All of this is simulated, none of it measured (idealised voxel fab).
process module | voxel wiring stack
cross-section cut | 255 nm wide | cells 5 nm
A cross-section is a grid of square cells, given in bands from the top down. A band is one or more rows of cells.
Each band's line starts with the height of the band's top and of its bottom, in nm. Then come its materials from left to right, each with its width in nm. One material with "throughout" fills the band from edge to edge. "air" is empty space.
Height 0 is the level under which the wafer as received is all one material. The lowest band goes on downwards, as in "0 down".
A width such as "30 to 40" changes by the same amount from each row of cells to the next, from the band's top row to its bottom row.
"no change" after a step means that no cell of the cross-section changed.
closed voids: empty space of 8 cells or more with no open way to the top, each as width x height at its distance from the left edge, in nm
after a step's settings: what the simulator itself notes on the step
overlay nm, on a step with a mask: how far to the right of its planned place the mask lay; to the left if negative
plan
1 op RECEIVE | material Si
2 op CONFORMAL_DEP | material SiO2 | thk nm 15
3 op CONFORMAL_DEP | material SiN | thk nm 5
4 op DIRECTIONAL_DEP | material lowk | thk nm 15
5 op DIRECTIONAL_DEP | material aC | thk nm 10
6 op PATTERN | tone open | mask id METAL_1 | material resist | width nm 20 | pitch nm 35 | thk nm 25 | overlay nm 0
7 op DIRECTIONAL_ETCH | etch materials aC | depth nm 10
8 op STRIP | etch materials resist
9 op DIRECTIONAL_ETCH | etch materials lowk | depth nm 15
10 op DIRECTIONAL_ETCH | etch materials SiN | depth nm 5
11 op STRIP | etch materials aC
12 op CONFORMAL_DEP | material TiN | thk nm 5
13 op FILL_DEP | material Cu | thk nm 10
14 op CMP | height nm 35
15 op CONFORMAL_DEP | material SiCN | thk nm 5
16 op DIRECTIONAL_DEP | material lowk | thk nm 30
17 op PATTERN | tone open | mask id METAL_2_HOLES | material resist | width nm 15 | pitch nm 70 | thk nm 15 | overlay nm 0
18 op DIRECTIONAL_ETCH | etch materials lowk | depth nm 30
19 op STRIP | etch materials resist
20 op MASKED_ETCH | tone open | mask id METAL_2 | width nm 20 | pitch nm 35 | etch materials lowk | depth nm 20 | overlay nm 0
21 op MASKED_ETCH | tone open | mask id METAL_2 | width nm 20 | pitch nm 35 | etch materials SiCN | depth nm 5 | overlay nm 0
22 op CONFORMAL_DEP | material TiN | thk nm 5
23 op FILL_DEP | material Cu | thk nm 5
24 op CMP | height nm 70
25 op CONFORMAL_DEP | material SiN | thk nm 5
as received, after step 1
  0 down: Si throughout
  closed voids: none
a wafer at the end: this start, this plan, one mistake
  75 to 70: SiN throughout
  70 to 55: lowk 65 | TiN 5 | Cu 15 | TiN 5 | lowk 15 | TiN 5 | Cu 10 | TiN 5 | lowk 10 | TiN 5 | Cu 15 | TiN 5 | lowk 15 | TiN 5 | Cu 10 | TiN 5 | lowk 60
  55 to 50: lowk 65 | TiN 5 | Cu 5 | TiN 15 | lowk 15 | TiN 20 | lowk 10 | TiN 5 | Cu 5 | TiN 15 | lowk 15 | TiN 20 | lowk 60
  50 to 40: lowk 65 | TiN 5 | Cu 5 | TiN 5 | lowk 55 | TiN 5 | Cu 5 | TiN 5 | lowk 105
  40 to 35: SiCN 65 | TiN 15 | SiCN 55 | TiN 15 | SiCN 105
  35 to 20: lowk 65 | TiN 5 | Cu 10 | TiN 5 | lowk 15 | TiN 5 | Cu 10 | TiN 5 | lowk 15 | TiN 5 | Cu 10 | TiN 5 | lowk 15 | TiN 5 | Cu 10 | TiN 5 | lowk 65
  20 to 15: SiN 65 | TiN 20 | SiN 15 | TiN 20 | SiN 15 | TiN 20 | SiN 15 | TiN 20 | SiN 65
  15 to 0: SiO2 throughout
  0 down: Si throughout
  closed voids: none
what went wrong: step 20 ran as: op MASKED_ETCH | tone open | mask id METAL_2 | width nm 20 | pitch nm 35 | etch materials lowk | depth nm 20 | overlay nm 5
